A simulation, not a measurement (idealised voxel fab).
The process module that follows is named voxel transistor to metal.
Cross-sectional view cut (width: 150 nm; square cell size: 5 nm).
Cross-section spec: square-cell grid; bands listed top down; each band is one or more rows. Band entry format. Leading values: height of top, height of bottom, nm. Remainder: materials in left-to-right order, each with its width in nm. Special words: "all across" on a single material, which then fills the band edge to edge; "blank", empty space. Height 0 is the level under which the wafer as received is all one material. The lowest band goes on downwards, as in "0 down". With a width like "30 to 40", each row of cells in the band differs from the next by the same amount, the top row carrying the first number and the bottom row the second. "remained the same" for a step: no cell of the cross-section changed in that step. Listed in "Closed void inventory": every empty space of 8 or more cells without an open way to the top. Form: width x height at distance, the distance being from the left edge, all in nm. Heads up: the bit after the settings on a step's line is the simulator's remark on that step. "overlay nm", when on a step's line for a step with a mask, measures how far to the right of its planned place the mask lay; a negative measure means to the left.
Process steps (planned):
| 1 | RECEIVE | material Si |
| 2 | OXIDIZE | depth nm 5 |
| 3 | CONFORMAL_DEP | material SiN | thk nm 15 |
| 4 | MASKED_ETCH | tone cover | mask id ACTIVE | width nm 105 | etch materials SiN | depth nm 15 | overlay nm 0 |
| 5 | MASKED_ETCH | tone cover | mask id ACTIVE | width nm 105 | etch materials SiO2 | depth nm 5 | overlay nm 0 |
| 6 | MASKED_ETCH | tone cover | mask id ACTIVE | width nm 105 | etch materials Si | depth nm 35 | overlay nm 0 |
| 7 | FILL_DEP | material SiO2 | thk nm 15 |
| 8 | CMP | height nm 15 |
| 9 | SELECTIVE_ETCH | etch materials SiO2 | depth nm 15 |
| 10 | STRIP | etch materials SiN |
| 11 | SELECTIVE_ETCH | etch materials SiO2 | depth nm 5 |
| 12 | OXIDIZE | depth nm 5 |
| 13 | DIRECTIONAL_DEP | material polySi | thk nm 25 |
| 14 | DIRECTIONAL_DEP | material SiCN | thk nm 15 |
| 15 | DIRECTIONAL_DEP | material aC | thk nm 10 |
| 16 | PATTERN | tone cover | mask id GATE | material resist | width nm 25 | thk nm 30 | overlay nm 0 |
| 17 | DIRECTIONAL_ETCH | etch materials aC | depth nm 10 |
| 18 | STRIP | etch materials resist |
| 19 | DIRECTIONAL_ETCH | etch materials SiCN | depth nm 25 |
| 20 | DIRECTIONAL_ETCH | etch materials polySi | depth nm 35 |
| 21 | STRIP | etch materials aC |
| 22 | CONFORMAL_DEP | material SiN | thk nm 5 |
| 23 | DIRECTIONAL_ETCH | etch materials SiN | depth nm 5 |
| 24 | DIRECTIONAL_ETCH | etch materials SiO2 | depth nm 5 |
| 25 | DIRECTIONAL_ETCH | etch materials Si | depth nm 5 |
| 26 | EPI | material SiGe | thk nm 5 |
| 27 | FILL_DEP | material SiO2 | thk nm 10 |
| 28 | CMP | height nm 20 |
| 29 | STRIP | etch materials polySi |
| 30 | SELECTIVE_ETCH | etch materials SiO2 | depth nm 5 |
| 31 | CONFORMAL_DEP | material HfO2 | thk nm 5 |
| 32 | CONFORMAL_DEP | material TiN | thk nm 5 |
| 33 | FILL_DEP | material W | thk nm 5 |
| 34 | CMP | height nm 15 |
| 35 | DIRECTIONAL_DEP | material SiO2 | thk nm 10 |
| 36 | MASKED_ETCH | tone open | mask id CONTACT | width nm 15 | pitch nm 80 | etch materials SiO2 | depth nm 35 | overlay nm 0 |
| 37 | CONFORMAL_DEP | material TiN | thk nm 5 |
| 38 | FILL_DEP | material W | thk nm 10 |
| 39 | CMP | height nm 25 |
| 40 | DIRECTIONAL_DEP | material TiN | thk nm 5 |
| 41 | DIRECTIONAL_DEP | material W | thk nm 15 |
| 42 | PATTERN | tone cover | mask id METAL_1 | material resist | width nm 15 | pitch nm 80 | thk nm 20 | overlay nm -10 |
| 43 | DIRECTIONAL_ETCH | etch materials W | depth nm 15 |
| 44 | DIRECTIONAL_ETCH | etch materials TiN | depth nm 5 |
| 45 | STRIP | etch materials resist |
| 46 | FILL_DEP | material SiO2 | thk nm 5 |
| 47 | CMP | height nm 45 |
| 48 | CONFORMAL_DEP | material SiN | thk nm 5 |
Be aware that, although all wafers share a common starting state, the overlay nm at step 42 differs among them, and the plan displays the first wafer's value.
Cross-section, first of several wafers, as delivered after step 1:
	0 down: Si all across
	Closed void inventory: none
Each row below is a wafer at the end of the module, listing for every material the number of cells it has gained (+) or lost (-) since it was received, followed by its closed voids:
overlay nm -10 | +15 HfO2 | -128 Si | +16 SiGe | +38 SiN | +281 SiO2 | +45 TiN | +33 W | Closed void inventory: none
overlay nm -5 | +15 HfO2 | -128 Si | +16 SiGe | +38 SiN | +281 SiO2 | +45 TiN | +33 W | Closed void inventory: none
overlay nm 0 | +15 HfO2 | -128 Si | +16 SiGe | +38 SiN | +281 SiO2 | +45 TiN | +33 W | Closed void inventory: none
overlay nm 5 | +15 HfO2 | -128 Si | +16 SiGe | +38 SiN | +281 SiO2 | +45 TiN | +33 W | Closed void inventory: none
overlay nm 10 | +15 HfO2 | -128 Si | +16 SiGe | +38 SiN | +281 SiO2 | +45 TiN | +33 W | Closed void inventory: none
overlay nm 15 | +15 HfO2 | -128 Si | +16 SiGe | +38 SiN | +281 SiO2 | +45 TiN | +33 W | Closed void inventory: none
